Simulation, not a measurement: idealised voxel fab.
The name of this process module is voxel fin reveal.
FYI the section here is cut, 200 nm wide, cells are 5 nm squares.
Heads up, the way a cross-section reads in here is a grid of square cells, handed over as bands from the top down, with every band being one or more rows of cells.
In this notation a band is specified by the heights of its top and bottom, in that order and in nm, after which its materials appear from left to right, each paired with its width in nm. The word "all across" attached to a single material means that material fills the band from edge to edge; the word "empty" stands for empty space.
It should be noted that heights are counted from 0, beneath which the wafer as supplied is of one material throughout, and that the lowest band possesses no lower boundary but continues downward, as written in "from 0 down".
It should be noted that a width expressed as "30..40" varies in equal increments from row to row of cells within the band, taking the value of the first number at the top row and that of the second number at the bottom row.
The designation "no change occurred", where it is given for a processing step, indicates that no cell of the cross-section was altered in the course of that step.
This entry, "Cavities, closed", enumerates those empty regions of no fewer than 8 cells that possess no open connection to the top. Each region is reported in the form width x height at distance, the distance being taken from the left edge, with all three quantities expressed in nm.
Post-settings text on a step line: simulator's own remark regarding the step.
What "overlay nm" on a step's line means: if the step has a mask, that mask lay this far to the right of its planned place, or, when the value is negative, to the left.

### So here's the lineup of process steps we planned
- 1: RECEIVE,material Si
- 2: CONFORMAL_DEP,material SiN,thk nm 5
- 3: DIRECTIONAL_DEP,material aC,thk nm 10
- 4: PATTERN,tone cover,mask id FINS,material resist,width nm 15,pitch nm 35,thk nm 30,overlay nm 0
- 5: DIRECTIONAL_ETCH,etch materials aC,depth nm 10
- 6: STRIP,etch materials resist
- 7: DIRECTIONAL_ETCH,etch materials SiN,depth nm 5
- 8: DIRECTIONAL_ETCH,etch materials Si,depth nm 35
- 9: STRIP,etch materials aC
- 10: OXIDIZE,depth nm 5
- 11: FILL_DEP,material SiO2,thk nm 5
- 12: CMP,height nm 5
- 13: SELECTIVE_ETCH,etch materials SiO2,depth nm 20
- 14: STRIP,etch materials SiN

### Account of the first of two wafers, which was processed as intended

### Wafer at receipt (post step 1), cross-section
  from 0 down: Si all across
  Cavities, closed: none

### Wafer after step 2 (cross-section)
  from 5 to 0: SiN all across
  Lower than 0, everything is as it was.

### Wafer after step 3 (cross-section)
  from 15 to 5: aC all across
  Lower than 5, everything is as it was.

### Wafer after step 4 (cross-section)
  from 45 to 15: empty=40 / resist=15 / empty=20 / resist=15 / empty=20 / resist=15 / empty=20 / resist=15 / empty=40
  Lower than 15, everything is as it was.

### Wafer after step 5 (cross-section)
  from 35 to 15: empty=40 / resist=15 / empty=20 / resist=15 / empty=20 / resist=15 / empty=20 / resist=15 / empty=40
  from 15 to 5: empty=40 / aC=15 / empty=20 / aC=15 / empty=20 / aC=15 / empty=20 / aC=15 / empty=40
  Lower than 5, everything is as it was.

### Wafer after step 6 (cross-section)
  from 15 to 5: empty=40 / aC=15 / empty=20 / aC=15 / empty=20 / aC=15 / empty=20 / aC=15 / empty=40
  Lower than 5, everything is as it was.

### Wafer after step 7 (cross-section)
  from 15 to 5: empty=40 / aC=15 / empty=20 / aC=15 / empty=20 / aC=15 / empty=20 / aC=15 / empty=40
  from 5 to 0: empty=40 / SiN=15 / empty=20 / SiN=15 / empty=20 / SiN=15 / empty=20 / SiN=15 / empty=40
  Lower than 0, everything is as it was.

### Wafer after step 8 (cross-section)
  from 15 to 5: empty=40 / aC=15 / empty=20 / aC=15 / empty=20 / aC=15 / empty=20 / aC=15 / empty=40
  from 5 to 0: empty=40 / SiN=15 / empty=20 / SiN=15 / empty=20 / SiN=15 / empty=20 / SiN=15 / empty=40
  from 0 to -35: empty=40 / Si=15 / empty=20 / Si=15 / empty=20 / Si=15 / empty=20 / Si=15 / empty=40
  Lower than -35, everything is as it was.

### Wafer after step 9 (cross-section)
  from 5 to 0: empty=40 / SiN=15 / empty=20 / SiN=15 / empty=20 / SiN=15 / empty=20 / SiN=15 / empty=40
  Lower than 0, everything is as it was.

### Wafer after step 10 (cross-section)
  from 5 to 0: empty=40 / SiN=15 / empty=20 / SiN=15 / empty=20 / SiN=15 / empty=20 / SiN=15 / empty=40
  from 0 to -35: empty=40 / SiO2=5 / Si=5 / SiO2=5 / empty=20 / SiO2=5 / Si=5 / SiO2=5 / empty=20 / SiO2=5 / Si=5 / SiO2=5 / empty=20 / SiO2=5 / Si=5 / SiO2=5 / empty=40
  from -35 to -40: SiO2=45 / Si=5 / SiO2=30 / Si=5 / SiO2=30 / Si=5 / SiO2=30 / Si=5 / SiO2=45
  Lower than -40, everything is as it was.

### Wafer after step 11 (cross-section)
  from 10 to 5: SiO2 all across
  from 5 to 0: SiO2=40 / SiN=15 / SiO2=20 / SiN=15 / SiO2=20 / SiN=15 / SiO2=20 / SiN=15 / SiO2=40
  from 0 to -40: SiO2=45 / Si=5 / SiO2=30 / Si=5 / SiO2=30 / Si=5 / SiO2=30 / Si=5 / SiO2=45
  Lower than -40, everything is as it was.

### Wafer after step 12 (cross-section)
  from 5 to 0: SiO2=40 / SiN=15 / SiO2=20 / SiN=15 / SiO2=20 / SiN=15 / SiO2=20 / SiN=15 / SiO2=40
  Lower than 0, everything is as it was.

### Wafer after step 13 (cross-section)
  from 5 to 0: empty=40 / SiN=15 / empty=20 / SiN=15 / empty=20 / SiN=15 / empty=20 / SiN=15 / empty=40
  from 0 to -15: empty=45 / Si=5 / empty=30 / Si=5 / empty=30 / Si=5 / empty=30 / Si=5 / empty=45
  Lower than -15, everything is as it was.

### Wafer after step 14 (cross-section)
  from 0 to -15: empty=45 / Si=5 / empty=30 / Si=5 / empty=30 / Si=5 / empty=30 / Si=5 / empty=45
  Lower than -15, everything is as it was.

### The second wafer began exactly as the first did and followed the same plan, but one mistake was made while running it; through step 5 inclusive, the two wafers are identical

Planned end of step 6: second wafer, cross-section: no change occurred

### Planned end of step 7: second wafer, cross-section
  from 35 to 15: empty=40 / resist=15 / empty=20 / resist=15 / empty=20 / resist=15 / empty=20 / resist=15 / empty=40
  from 15 to 5: empty=40 / aC=15 / empty=20 / aC=15 / empty=20 / aC=15 / empty=20 / aC=15 / empty=40
  from 5 to 0: empty=40 / SiN=15 / empty=20 / SiN=15 / empty=20 / SiN=15 / empty=20 / SiN=15 / empty=40
  Lower than 0, everything is as it was.

### Planned end of step 8: second wafer, cross-section
  from 35 to 15: empty=40 / resist=15 / empty=20 / resist=15 / empty=20 / resist=15 / empty=20 / resist=15 / empty=40
  from 15 to 5: empty=40 / aC=15 / empty=20 / aC=15 / empty=20 / aC=15 / empty=20 / aC=15 / empty=40
  from 5 to 0: empty=40 / SiN=15 / empty=20 / SiN=15 / empty=20 / SiN=15 / empty=20 / SiN=15 / empty=40
  from 0 to -35: empty=40 / Si=15 / empty=20 / Si=15 / empty=20 / Si=15 / empty=20 / Si=15 / empty=40
  Lower than -35, everything is as it was.

### Planned end of step 9: second wafer, cross-section
  from 5 to 0: empty=40 / SiN=15 / empty=20 / SiN=15 / empty=20 / SiN=15 / empty=20 / SiN=15 / empty=40
  Lower than 0, everything is as it was.

### Planned end of step 10: second wafer, cross-section
  from 5 to 0: empty=40 / SiN=15 / empty=20 / SiN=15 / empty=20 / SiN=15 / empty=20 / SiN=15 / empty=40
  from 0 to -35: empty=40 / SiO2=5 / Si=5 / SiO2=5 / empty=20 / SiO2=5 / Si=5 / SiO2=5 / empty=20 / SiO2=5 / Si=5 / SiO2=5 / empty=20 / SiO2=5 / Si=5 / SiO2=5 / empty=40
  from -35 to -40: SiO2=45 / Si=5 / SiO2=30 / Si=5 / SiO2=30 / Si=5 / SiO2=30 / Si=5 / SiO2=45
  Lower than -40, everything is as it was.

### Planned end of step 11: second wafer, cross-section
  from 10 to 5: SiO2 all across
  from 5 to 0: SiO2=40 / SiN=15 / SiO2=20 / SiN=15 / SiO2=20 / SiN=15 / SiO2=20 / SiN=15 / SiO2=40
  from 0 to -40: SiO2=45 / Si=5 / SiO2=30 / Si=5 / SiO2=30 / Si=5 / SiO2=30 / Si=5 / SiO2=45
  Lower than -40, everything is as it was.

### Planned end of step 12: second wafer, cross-section
  from 5 to 0: SiO2=40 / SiN=15 / SiO2=20 / SiN=15 / SiO2=20 / SiN=15 / SiO2=20 / SiN=15 / SiO2=40
  Lower than 0, everything is as it was.

### Planned end of step 13: second wafer, cross-section
  from 5 to 0: empty=40 / SiN=15 / empty=20 / SiN=15 / empty=20 / SiN=15 / empty=20 / SiN=15 / empty=40
  from 0 to -15: empty=45 / Si=5 / empty=30 / Si=5 / empty=30 / Si=5 / empty=30 / Si=5 / empty=45
  Lower than -15, everything is as it was.

### Planned end of step 14: second wafer, cross-section
  from 0 to -15: empty=45 / Si=5 / empty=30 / Si=5 / empty=30 / Si=5 / empty=30 / Si=5 / empty=45
  Lower than -15, everything is as it was.
Misprocessing identified: the plan's step 6 went unexecuted, having been skipped
Upon completion, the cross-sectional profiles of the two wafers are identical; consequently, the error exerts no influence on the quantities computed by this model.
